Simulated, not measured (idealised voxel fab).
process module | voxel self aligned vias
cross-section cut | 280 nm wide | cells 5 nm
A cross-section is a grid of square cells, given in bands from the top down. A band is one or more rows of cells.
Each band's line starts with the height of the band's top and of its bottom, in nm. Then come its materials from left to right, each with its width in nm. One material with "throughout" fills the band from edge to edge. "air" is empty space.
Height 0 is the level under which the wafer as received is all one material. The lowest band goes on downwards, as in "0 down".
A width such as "30 to 40" changes by the same amount from each row of cells to the next, from the band's top row to its bottom row.
"no change" after a step means that no cell of the cross-section changed.
closed voids: empty space of 8 cells or more with no open way to the top, each as width x height at its distance from the left edge, in nm
after a step's settings: what the simulator itself notes on the step
overlay nm, on a step with a mask: how far to the right of its planned place the mask lay; to the left if negative
plan
1 op RECEIVE | material Si
2 op CONFORMAL_DEP | material SiO2 | thk nm 15
3 op CONFORMAL_DEP | material SiCN | thk nm 5
4 op DIRECTIONAL_DEP | material SiO2 | thk nm 25
5 op DIRECTIONAL_DEP | material aC | thk nm 10
6 op PATTERN | tone open | mask id LINES | material resist | width nm 30 | pitch nm 60 | thk nm 25 | overlay nm 0
7 op DIRECTIONAL_ETCH | etch materials aC | depth nm 10
8 op STRIP | etch materials resist
9 op DIRECTIONAL_ETCH | etch materials SiO2 | depth nm 25
10 op STRIP | etch materials aC
11 op CONFORMAL_DEP | material TiN | thk nm 5
12 op FILL_DEP | material Ru | thk nm 10
13 op CMP | height nm 45
14 op SELECTIVE_ETCH | etch materials W Ru TiN | depth nm 5
15 op FILL_DEP | material SiN | thk nm 10
16 op CMP | height nm 45
17 op DIRECTIONAL_DEP | material SiO2 | thk nm 20
18 op DIRECTIONAL_DEP | material aC | thk nm 15
19 op PATTERN | tone open | mask id VIAS | material resist | width nm 40 | pitch nm 120 | thk nm 35 | overlay nm 0
20 op DIRECTIONAL_ETCH | etch materials aC | depth nm 15
21 op STRIP | etch materials resist
22 op DIRECTIONAL_ETCH | etch materials SiO2 | depth nm 20
23 op DIRECTIONAL_ETCH | etch materials SiN | depth nm 5
24 op STRIP | etch materials aC
25 op CONFORMAL_DEP | material TiN | thk nm 5
26 op FILL_DEP | material Ru | thk nm 5
27 op CMP | height nm 65
28 op CONFORMAL_DEP | material SiCN | thk nm 5
as received, after step 1
  0 down: Si throughout
  closed voids: none
a wafer at the end: this start, this plan, one mistake
  70 to 65: SiCN throughout
  65 to 50: SiO2 60 | TiN 5 | Ru 35 | TiN 5 | SiO2 75 | TiN 5 | Ru 35 | TiN 5 | SiO2 55
  50 to 45: SiO2 60 | TiN 10 | Ru 20 | TiN 15 | SiO2 75 | TiN 10 | Ru 20 | TiN 15 | SiO2 55
  45 to 40: SiO2 65 | TiN 30 | SiO2 30 | SiN 30 | SiO2 30 | TiN 30 | SiO2 65
  40 to 25: SiO2 65 | TiN 5 | Ru 20 | TiN 5 | SiO2 30 | TiN 5 | Ru 20 | TiN 5 | SiO2 30 | TiN 5 | Ru 20 | TiN 5 | SiO2 65
  25 to 20: SiO2 65 | TiN 30 | SiO2 30 | TiN 30 | SiO2 30 | TiN 30 | SiO2 65
  20 to 15: SiCN throughout
  15 to 0: SiO2 throughout
  0 down: Si throughout
  closed voids: none
what went wrong: step 19 ran as: op PATTERN | tone open | mask id VIAS | material resist | width nm 45 | pitch nm 120 | thk nm 35 | overlay nm 0
